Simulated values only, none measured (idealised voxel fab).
A process module follows: voxel lift off.
Shown is cross-section cut, with a width of 285 nm and square cells of size 5 nm.
Each cross-section below is a grid of square cells, stated as bands in top-down order, with one or more rows of cells making up each band.
It is stipulated that each band's entry specify, in nanometres, the height of the top of the band and then that of its bottom, followed by the materials of the band in left-to-right sequence, each together with its width in nanometres. A single material marked by the word "edge to edge" is understood to fill the band from edge to edge; the word "blank" is understood to denote empty space.
Beneath 0, the wafer as received is one material, and that level is where height counting begins. The lowest band goes on downward without a bottom; it is written like "z 0 and below".
Per-row width for "30->40": begins at first number (top row of band), ends at second number (bottom row), increment between rows held constant.
It should be understood that the words "nothing changed", when stated for a given step, signify that the cross-section underwent no change in any of its cells during that step.
Closed empty spaces (no open way to the top) of 8 cells or more are what "Enclosed void listing" lists, each as width x height at distance from the left edge, nm for all three.
Step line, after settings: the simulator's comment on this step.
overlay nm: mask offset rightward from planned place, masked step; negative means leftward offset.
SO HERE'S THE LINEUP OF PROCESS STEPS WE PLANNED
| 1 | RECEIVE | material Si |
| 2 | CONFORMAL_DEP | material SiO2 | thk nm 15 |
| 3 | PATTERN | tone open | mask id LINES | material resist | width nm 25 | pitch nm 40 | thk nm 20 | overlay nm 0 |
| 4 | DIRECTIONAL_DEP | material Ru | thk nm 10 |
| 5 | STRIP | etch materials resist |
| 6 | CONFORMAL_DEP | material SiN | thk nm 10 |
OF TWO WAFERS, THE FIRST: RUN ACCORDING TO PLAN
CROSS-SECTION OF THE WAFER AT RECEIPT, WHICH IS THE CONDITION AFTER STEP 1
> z 0 and below | Si edge to edge
> Enclosed void listing: none
CROSS-SECTION: WAFER STATE AFTER STEP 2
> z 15 to 0 | SiO2 edge to edge
> Below 0, the layers are the same as they were.
CROSS-SECTION: WAFER STATE AFTER STEP 3
> z 35 to 15 | resist: 110, blank: 25, resist: 15, blank: 25, resist: 110
> Below 15, the layers are the same as they were.
CROSS-SECTION: WAFER STATE AFTER STEP 4
> z 45 to 35 | Ru: 110, blank: 25, Ru: 15, blank: 25, Ru: 110
> z 35 to 25 | resist: 110, blank: 25, resist: 15, blank: 25, resist: 110
> z 25 to 15 | resist: 110, Ru: 25, resist: 15, Ru: 25, resist: 110
> Below 15, the layers are the same as they were.
CROSS-SECTION: WAFER STATE AFTER STEP 5
> z 25 to 15 | blank: 110, Ru: 25, blank: 15, Ru: 25, blank: 110
> Below 15, the layers are the same as they were.
CROSS-SECTION: WAFER STATE AFTER STEP 6
> z 35 to 25 | blank: 100, SiN: 85, blank: 100
> z 25 to 15 | SiN: 110, Ru: 25, SiN: 15, Ru: 25, SiN: 110
> Below 15, the layers are the same as they were.
NOTES, SECOND WAFER: START = FIRST WAFER'S, PLAN = FIRST WAFER'S, EXECUTION HAD ONE MISTAKE; HISTORY IDENTICAL TO FIRST THROUGH STEP 3
SECOND WAFER PROFILE IN SECTION, AT THE MOMENT STEP 4 OF THE PLAN WAS MEANT TO BE COMPLETE
> z 45 to 35 | SiO2: 110, blank: 25, SiO2: 15, blank: 25, SiO2: 110
> z 35 to 25 | resist: 110, blank: 25, resist: 15, blank: 25, resist: 110
> z 25 to 15 | resist: 110, SiO2: 25, resist: 15, SiO2: 25, resist: 110
> Below 15, the layers are the same as they were.
SECOND WAFER PROFILE IN SECTION, AT THE MOMENT STEP 5 OF THE PLAN WAS MEANT TO BE COMPLETE
> z 25 to 15 | blank: 110, SiO2: 25, blank: 15, SiO2: 25, blank: 110
> Below 15, the layers are the same as they were.
SECOND WAFER PROFILE IN SECTION, AT THE MOMENT STEP 6 OF THE PLAN WAS MEANT TO BE COMPLETE
> z 35 to 25 | blank: 100, SiN: 85, blank: 100
> z 25 to 15 | SiN: 110, SiO2: 25, SiN: 15, SiO2: 25, SiN: 110
> Below 15, the layers are the same as they were.
Processing error: rather than as planned, step 4 actually ran as DIRECTIONAL_DEP | material SiO2 | thk nm 10
Cell-count delta at end, second wafer over first, by material: Ru -20; SiO2 +20
